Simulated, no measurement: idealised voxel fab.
Process module under the name voxel lift off
Shown is cross-section cut, with a width of 140 nm and square cells of size 5 nm.
We lay out every cross-section as a grid of square cells and spell it out in bands from the top down, where one band means one or more rows of cells. Basically the band line says how high the top is and how high the bottom is, in nm, and then what's in it from left to right, every material with its width in nm. Empty space shows up as "empty", and if a single material carries "everywhere" it runs the full band edge to edge. Convention: height 0 is the level below which the wafer, as received, is all one material. The lowest band does not terminate at the bottom but continues downward, represented as "0 nm and below". So if you see something like "30->40" for the width, read it as the top row of the band sitting at the first number and the bottom row at the second, with every row in between moving by the same amount as the last. It should be understood that the words "stayed the same", when stated for a given step, signify that the cross-section underwent no change in any of its cells during that step. Closed-off voids of 8+ cells (no open route to the top) go in "Entrapped void list", written width x height at distance from the left edge, in nm. Step line, after settings: the simulator's comment on this step. A step line may carry the setting "overlay nm", which, for steps involving a mask, states the distance by which the mask lay to the right of its intended position; negative values denote displacement to the left.

-- The following list gives the planned process steps
step 1: RECEIVE | material Si
step 2: CONFORMAL_DEP | material Al2O3 | thk nm 5
step 3: PATTERN | tone open | mask id LINES | material resist | width nm 20 | pitch nm 45 | thk nm 20 | overlay nm 0
step 4: DIRECTIONAL_DEP | material Ru | thk nm 5
step 5: STRIP | etch materials resist
step 6: CONFORMAL_DEP | material SiCN | thk nm 5

-- Cross-section: wafer on arrival = after step 1
  0 nm and below = Si everywhere
  Entrapped void list: none

-- a wafer at the end: this start, this plan, one mistake
  25 nm to 20 nm = 10 empty | 30 SiCN | 15 empty | 30 SiCN | 15 empty | 30 SiCN | 10 empty
  20 nm to 10 nm = 10 empty | 5 SiCN | 20 Ru | 5 SiCN | 15 empty | 5 SiCN | 20 Ru | 5 SiCN | 15 empty | 5 SiCN | 20 Ru | 5 SiCN | 10 empty
  10 nm to 5 nm = 15 SiCN | 20 Ru | 25 SiCN | 20 Ru | 25 SiCN | 20 Ru | 15 SiCN
  5 nm to 0 nm = Al2O3 everywhere
  0 nm and below = Si everywhere
  Entrapped void list: none
Diagnosis: rather than as planned, step 4 actually ran as DIRECTIONAL_DEP | material Ru | thk nm 15
